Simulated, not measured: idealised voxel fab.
process module | voxel gate over fins
cross-section cut | 275 nm wide | cells 5 nm
A cross-section is a grid of square cells, given in bands from the top down. A band is one or more rows of cells.
Each band's line starts with the height of the band's top and of its bottom, in nm. Then come its materials from left to right, each with its width in nm. One material with "throughout" fills the band from edge to edge. "air" is empty space.
Height 0 is the level under which the wafer as received is all one material. The lowest band goes on downwards, as in "0 down".
A width such as "30 to 40" changes by the same amount from each row of cells to the next, from the band's top row to its bottom row.
"no change" after a step means that no cell of the cross-section changed.
closed voids: empty space of 8 cells or more with no open way to the top, each as width x height at its distance from the left edge, in nm
after a step's settings: what the simulator itself notes on the step
overlay nm, on a step with a mask: how far to the right of its planned place the mask lay; to the left if negative
plan
1 op RECEIVE | material Si
2 op CONFORMAL_DEP | material SiN | thk nm 10
3 op DIRECTIONAL_DEP | material aC | thk nm 15
4 op PATTERN | tone cover | mask id FINS | material resist | width nm 15 | pitch nm 60 | thk nm 30 | overlay nm 0
5 op DIRECTIONAL_ETCH | etch materials aC | depth nm 15
6 op STRIP | etch materials resist
7 op DIRECTIONAL_ETCH | etch materials SiN | depth nm 10
8 op DIRECTIONAL_ETCH | etch materials Si | depth nm 30
9 op STRIP | etch materials aC
10 op FILL_DEP | material SiO2 | thk nm 10
11 op CMP | height nm 10
12 op DIRECTIONAL_DEP | material aC | thk nm 15
13 op PATTERN | tone open | mask id RAIL | material resist | width nm 15 | thk nm 35 | overlay nm 0
14 op DIRECTIONAL_ETCH | etch materials aC | depth nm 15
15 op STRIP | etch materials resist
16 op DIRECTIONAL_ETCH | etch materials SiO2 | depth nm 35
17 op STRIP | etch materials aC
18 op CONFORMAL_DEP | material TiN | thk nm 5
19 op FILL_DEP | material W | thk nm 10
20 op CMP | height nm 10
21 op SELECTIVE_ETCH | etch materials W Ru TiN | depth nm 25
22 op FILL_DEP | material SiO2 | thk nm 5
23 op CMP | height nm 10
24 op SELECTIVE_ETCH | etch materials SiO2 | depth nm 20
25 op STRIP | etch materials SiN
26 op CONFORMAL_DEP | material HfO2 | thk nm 5
27 op CONFORMAL_DEP | material TiN | thk nm 5
28 op CONFORMAL_DEP | material TiAl | thk nm 5
29 op CONFORMAL_DEP | material TiN | thk nm 5
30 op FILL_DEP | material W | thk nm 15
31 op CMP | height nm 30
32 op CONFORMAL_DEP | material SiN | thk nm 10
as received, after step 1
  0 down: Si throughout
  closed voids: none
a wafer at the end: this start, this plan, one mistake
  40 to 30: SiN throughout
  30 to 20: W throughout
  20 to 15: W 80 | TiN 55 | W 5 | TiN 55 | W 80
  15 to 10: W 80 | TiN 5 | aC 45 | TiN 5 | W 5 | TiN 5 | aC 45 | TiN 5 | W 80
  10 to 5: TiN 85 | aC 5 | TiN 35 | aC 5 | TiN 15 | aC 5 | TiN 35 | aC 5 | TiN 85
  5 to 0: aC 90 | TiN 5 | HfO2 25 | TiN 5 | aC 25 | TiN 5 | HfO2 25 | TiN 5 | aC 90
  0 to -5: TiN 95 | HfO2 5 | Si 15 | HfO2 5 | TiN 35 | HfO2 5 | Si 15 | HfO2 5 | TiN 95
  -5 to -10: HfO2 100 | Si 15 | HfO2 45 | Si 15 | HfO2 100
  -10 to -15: SiO2 100 | Si 15 | SiO2 45 | Si 15 | SiO2 100
  -15 to -20: SiO2 100 | Si 15 | SiO2 15 | TiN 5 | W 5 | TiN 5 | SiO2 15 | Si 15 | SiO2 100
  -20 to -25: SiO2 100 | Si 15 | SiO2 15 | TiN 15 | SiO2 15 | Si 15 | SiO2 100
  -25 to -30: SiO2 100 | Si 15 | SiO2 45 | Si 15 | SiO2 100
  -30 down: Si throughout
  closed voids: none
what went wrong: step 28 ran as: op CONFORMAL_DEP | material aC | thk nm 5
